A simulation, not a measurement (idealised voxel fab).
Proc. module: voxel double patterning
We display cut, a cross-section 220 nm in width whose square cells are each 5 nm.
How to read a cross-section here: the picture is a grid of square cells, written as bands going from the top down, and any band can span one or more rows of cells. It is stipulated that each band's entry specify, in nanometres, the height of the top of the band and then that of its bottom, followed by the materials of the band in left-to-right sequence, each together with its width in nanometres. A single material marked by the word "full width" is understood to fill the band from edge to edge; the word "air" is understood to denote empty space. The level at which height equals 0 is the one under which the wafer, as it arrives, is entirely one material. No lower edge exists for the bottom band, which continues downward and is notated as in "0 -> down". The width entry "30..40" should be interpreted row by row: the top row of cells in the band takes the first number, the bottom row takes the second number, and the change between adjacent rows is uniform throughout. Basically "nothing changed" means that step didn't change any cell in the cross-section. Any empty space of 8 cells or more lacking an open way to the top shows up in "Completely sealed voids" as width x height at distance, distance from the left edge, in nm. What comes after the settings on a step's line is commentary from the simulator itself on that step. overlay nm: right-of-plan distance of the mask on a masked step; negative values mean left-of-plan.

THE PROCESS STEPS THAT WERE PLANNED ARE LISTED BELOW
1,RECEIVE [material Si]
2,CONFORMAL_DEP [material SiO2] [thk nm 5]
3,DIRECTIONAL_DEP [material TiN] [thk nm 15]
4,DIRECTIONAL_DEP [material SiCN] [thk nm 10]
5,PATTERN [tone open] [mask id FIRST] [material resist] [width nm 15] [pitch nm 50] [thk nm 15] [overlay nm 0]
6,DIRECTIONAL_ETCH [etch materials SiCN] [depth nm 10]
7,STRIP [etch materials resist]
8,DIRECTIONAL_DEP [material aC] [thk nm 10]
9,PATTERN [tone open] [mask id SECOND] [material resist] [width nm 15] [thk nm 25] [overlay nm 0]
10,DIRECTIONAL_ETCH [etch materials aC] [depth nm 10]
11,STRIP [etch materials resist]
12,DIRECTIONAL_ETCH [etch materials SiCN] [depth nm 10]
13,STRIP [etch materials aC]
14,DIRECTIONAL_ETCH [etch materials TiN] [depth nm 15]
15,STRIP [etch materials SiCN]

CROSS-SECTION, INCOMING MATERIAL, AFTER STEP 1
	0 -> down | Si full width
	Completely sealed voids: none

CROSS-SECTIONAL RESULT AFTER MODULE COMPLETION. NOTE: STARTING CONDITION AND PLAN ARE UNCHANGED FROM ABOVE; ONE PROCESSING MISTAKE WAS MADE
	20 -> 5 | air 75, then TiN 15, then air 35, then TiN 15, then air 80
	5 -> 0 | SiO2 full width
	0 -> down | Si full width
	Completely sealed voids: none
Diagnosis: step 5 was not run as planned; what actually ran was PATTERN [tone cover] [mask id FIRST] [material resist] [width nm 15] [pitch nm 50] [thk nm 15] [overlay nm 0]
